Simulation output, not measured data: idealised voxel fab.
process module | voxel wiring stack
cross-section cut | 240 nm wide | cells 5 nm
A cross-section is a grid of square cells, given in bands from the top down. A band is one or more rows of cells.
Each band's line starts with the height of the band's top and of its bottom, in nm. Then come its materials from left to right, each with its width in nm. One material with "throughout" fills the band from edge to edge. "air" is empty space.
Height 0 is the level under which the wafer as received is all one material. The lowest band goes on downwards, as in "0 down".
A width such as "30 to 40" changes by the same amount from each row of cells to the next, from the band's top row to its bottom row.
"no change" after a step means that no cell of the cross-section changed.
closed voids: empty space of 8 cells or more with no open way to the top, each as width x height at its distance from the left edge, in nm
after a step's settings: what the simulator itself notes on the step
overlay nm, on a step with a mask: how far to the right of its planned place the mask lay; to the left if negative
plan
1 op RECEIVE | material Si
2 op CONFORMAL_DEP | material SiO2 | thk nm 15
3 op CONFORMAL_DEP | material SiN | thk nm 5
4 op DIRECTIONAL_DEP | material SiO2 | thk nm 20
5 op MASKED_ETCH | tone open | mask id METAL_1 | width nm 30 | pitch nm 50 | etch materials SiO2 | depth nm 20 | overlay nm 0
6 op MASKED_ETCH | tone open | mask id METAL_1 | width nm 30 | pitch nm 50 | etch materials SiN | depth nm 5 | overlay nm 0
7 op CONFORMAL_DEP | material TiN | thk nm 5
8 op FILL_DEP | material Cu | thk nm 5
9 op CMP | height nm 40
10 op CONFORMAL_DEP | material SiCN | thk nm 5
11 op DIRECTIONAL_DEP | material SiO2 | thk nm 15
12 op PATTERN | tone open | mask id PLUG_1 | material resist | width nm 15 | pitch nm 50 | thk nm 15 | overlay nm 0
13 op DIRECTIONAL_ETCH | etch materials SiO2 | depth nm 15
14 op DIRECTIONAL_ETCH | etch materials SiCN | depth nm 5
15 op STRIP | etch materials resist
16 op CONFORMAL_DEP | material TiN | thk nm 5
17 op FILL_DEP | material Ru | thk nm 5
18 op CMP | height nm 60
19 op DIRECTIONAL_DEP | material TiN | thk nm 5
20 op DIRECTIONAL_DEP | material Ru | thk nm 20
21 op DIRECTIONAL_DEP | material aC | thk nm 10
22 op PATTERN | tone cover | mask id METAL_2 | material resist | width nm 20 | pitch nm 50 | thk nm 25 | overlay nm 0
23 op DIRECTIONAL_ETCH | etch materials aC | depth nm 10
24 op STRIP | etch materials resist
25 op DIRECTIONAL_ETCH | etch materials Ru | depth nm 20
26 op DIRECTIONAL_ETCH | etch materials TiN | depth nm 5
27 op STRIP | etch materials aC
28 op CONFORMAL_DEP | material SiCN | thk nm 5
29 op FILL_DEP | material lowk | thk nm 5
30 op CMP | height nm 85
31 op CONFORMAL_DEP | material SiCN | thk nm 5
32 op DIRECTIONAL_DEP | material SiO2 | thk nm 30
33 op PATTERN | tone open | mask id METAL_3_HOLES | material resist | width nm 15 | pitch nm 100 | thk nm 15 | overlay nm 0
34 op DIRECTIONAL_ETCH | etch materials SiO2 | depth nm 30
35 op STRIP | etch materials resist
36 op PATTERN | tone open | mask id METAL_3 | material resist | width nm 30 | pitch nm 50 | thk nm 20 | overlay nm 0
37 op DIRECTIONAL_ETCH | etch materials SiO2 | depth nm 20
38 op DIRECTIONAL_ETCH | etch materials SiCN | depth nm 5
39 op STRIP | etch materials resist
40 op CONFORMAL_DEP | material TiN | thk nm 5
41 op FILL_DEP | material Cu | thk nm 10
42 op CMP | height nm 120
43 op CONFORMAL_DEP | material SiCN | thk nm 5
varied across the wafers: width nm of step 22. The plan shows the first wafer's value. All wafers start alike
first wafer as received, after step 1
  0 down: Si throughout
  closed voids: none
each wafer at the end: cells of each material gained (+) or lost (-) since it was received, then its closed voids
width nm 20 | +118 Cu | +76 Ru | +190 SiCN | +24 SiN | +528 SiO2 | +168 TiN | +96 lowk | closed voids: none
width nm 25 | +118 Cu | +92 Ru | +186 SiCN | +24 SiN | +528 SiO2 | +172 TiN | +80 lowk | closed voids: none
width nm 30 | +118 Cu | +108 Ru | +182 SiCN | +24 SiN | +528 SiO2 | +176 TiN | +64 lowk | closed voids: none
width nm 35 | +118 Cu | +124 Ru | +178 SiCN | +24 SiN | +528 SiO2 | +180 TiN | +48 lowk | closed voids: none
